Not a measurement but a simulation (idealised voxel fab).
process module | voxel ribs on slabs
cross-section cut | 285 nm wide | cells 5 nm
A cross-section is a grid of square cells, given in bands from the top down. A band is one or more rows of cells.
Each band's line starts with the height of the band's top and of its bottom, in nm. Then come its materials from left to right, each with its width in nm. One material with "throughout" fills the band from edge to edge. "air" is empty space.
Height 0 is the level under which the wafer as received is all one material. The lowest band goes on downwards, as in "0 down".
A width such as "30 to 40" changes by the same amount from each row of cells to the next, from the band's top row to its bottom row.
"no change" after a step means that no cell of the cross-section changed.
closed voids: empty space of 8 cells or more with no open way to the top, each as width x height at its distance from the left edge, in nm
after a step's settings: what the simulator itself notes on the step
overlay nm, on a step with a mask: how far to the right of its planned place the mask lay; to the left if negative
plan
1 op RECEIVE | material Si
2 op DIRECTIONAL_DEP | material SiO2 | thk nm 20
3 op DIRECTIONAL_DEP | material polySi | thk nm 25
4 op PATTERN | tone cover | mask id RIB | material resist | width nm 30 | thk nm 15 | overlay nm 0
5 op DIRECTIONAL_ETCH | etch materials polySi | depth nm 10
6 op STRIP | etch materials resist
7 op DIRECTIONAL_DEP | material aC | thk nm 10
8 op PATTERN | tone cover | mask id SLAB | material resist | width nm 90 | thk nm 30 | overlay nm 0
9 op DIRECTIONAL_ETCH | etch materials aC | depth nm 10
10 op STRIP | etch materials resist
11 op DIRECTIONAL_ETCH | etch materials polySi | depth nm 15
12 op STRIP | etch materials aC
13 op FILL_DEP | material SiO2 | thk nm 20
14 op CMP | height nm 60
15 op DIRECTIONAL_DEP | material W | thk nm 5
16 op MASKED_ETCH | tone cover | mask id HEATER | width nm 40 | etch materials W | depth nm 5 | overlay nm 0
17 op CONFORMAL_DEP | material SiO2 | thk nm 10
as received, after step 1
  0 down: Si throughout
  closed voids: none
a wafer at the end: this start, this plan, one mistake
  80 to 75: air 105 | SiO2 70 | air 110
  75 to 65: SiO2 throughout
  65 to 60: SiO2 120 | W 40 | SiO2 125
  60 to 45: SiO2 throughout
  45 to 35: SiO2 125 | polySi 30 | SiO2 130
  35 to 20: SiO2 95 | polySi 90 | SiO2 100
  20 to 0: SiO2 throughout
  0 down: Si throughout
  closed voids: none
what went wrong: step 17 ran as: op CONFORMAL_DEP | material SiO2 | thk nm 15
